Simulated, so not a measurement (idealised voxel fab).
The following is a process module called voxel fin reveal.
The figure presents cross-section cut, which has a width of 270 nm and is divided into square cells with an edge length of 5 nm.
Bands, listed from the top down, are how a cross-section gets written in this document; the cross-section itself is a grid of square cells, and a band is one or more rows of them. Heads up on the band format: heights come first, top then bottom, in nm. After that it's the materials left to right, each with its width in nm. A single material flagged "full width" fills the whole band edge to edge, and "air" means there's empty space there. Below 0: as-received wafer, all one material; heights counted from there. Lowest band: no bottom, goes on down, written "0 down". The width entry "30->40" should be interpreted row by row: the top row of cells in the band takes the first number, the bottom row takes the second number, and the change between adjacent rows is uniform throughout. "no change occurred" (step): cross-section cells unchanged, all of them. What "Closed void list" gives you is every empty space of 8 cells or more that is cut off from the top. Each appears as width x height at distance, with the distance taken from the left edge and width, height and distance all in nm. Read whatever lies past the settings on a step's line as the simulator's own remark about the step. overlay nm: how far to the right of its planned place the mask lay on this masked step (negative: to the left).

The steps planned for the process are as follows
| 1 | RECEIVE, material Si |
| 2 | CONFORMAL_DEP, material SiN, thk nm 10 |
| 3 | MASKED_ETCH, tone cover, mask id FINS, width nm 15, pitch nm 40, etch materials SiN, depth nm 10, overlay nm 0 |
| 4 | MASKED_ETCH, tone cover, mask id FINS, width nm 15, pitch nm 40, etch materials Si, depth nm 30, overlay nm 0 |
| 5 | OXIDIZE, depth nm 5 |
| 6 | FILL_DEP, material SiO2, thk nm 5 |
| 7 | CMP, height nm 10 |
| 8 | SELECTIVE_ETCH, etch materials SiO2, depth nm 30 |
| 9 | STRIP, etch materials SiN |
| 10 | CONFORMAL_DEP, material HfO2, thk nm 5 |

Cross-sectional view of the wafer in its as-received condition, corresponding to the state after step 1
    0 down: Si full width
    Closed void list: none

Module complete - cross-section of the first of two wafers, run according to plan
    5 to 0: air 105; HfO2 15; air 25; HfO2 15; air 110
    0 to -15: air 105; HfO2 5; Si 5; HfO2 5; air 25; HfO2 5; Si 5; HfO2 5; air 110
    -15 to -20: HfO2 110; Si 5; HfO2 35; Si 5; HfO2 115
    -20 to -35: SiO2 110; Si 5; SiO2 35; Si 5; SiO2 115
    -35 down: Si full width
    Closed void list: none

This cross-section belongs to the second wafer of two at the end of the module; the start and the plan were shared with the first, and the run included one mistake
    5 to 0: air 100; HfO2 25; air 15; HfO2 25; air 105
    0 to -15: air 100; HfO2 5; Si 15; HfO2 5; air 15; HfO2 5; Si 15; HfO2 5; air 105
    -15 to -20: HfO2 105; Si 15; HfO2 25; Si 15; HfO2 110
    -20 to -35: SiO2 105; Si 15; SiO2 25; Si 15; SiO2 110
    -35 down: Si full width
    Closed void list: none
Here's what went sideways: it should be noted that step 3 was executed with settings other than those planned, the operation and settings actually applied being MASKED_ETCH, tone cover, mask id FINS, width nm 25, pitch nm 40, etch materials SiN, depth nm 10, overlay nm 0
The closing comparison, in cells, has the second wafer with more or fewer of some materials than the first: Si +28; SiO2 -12
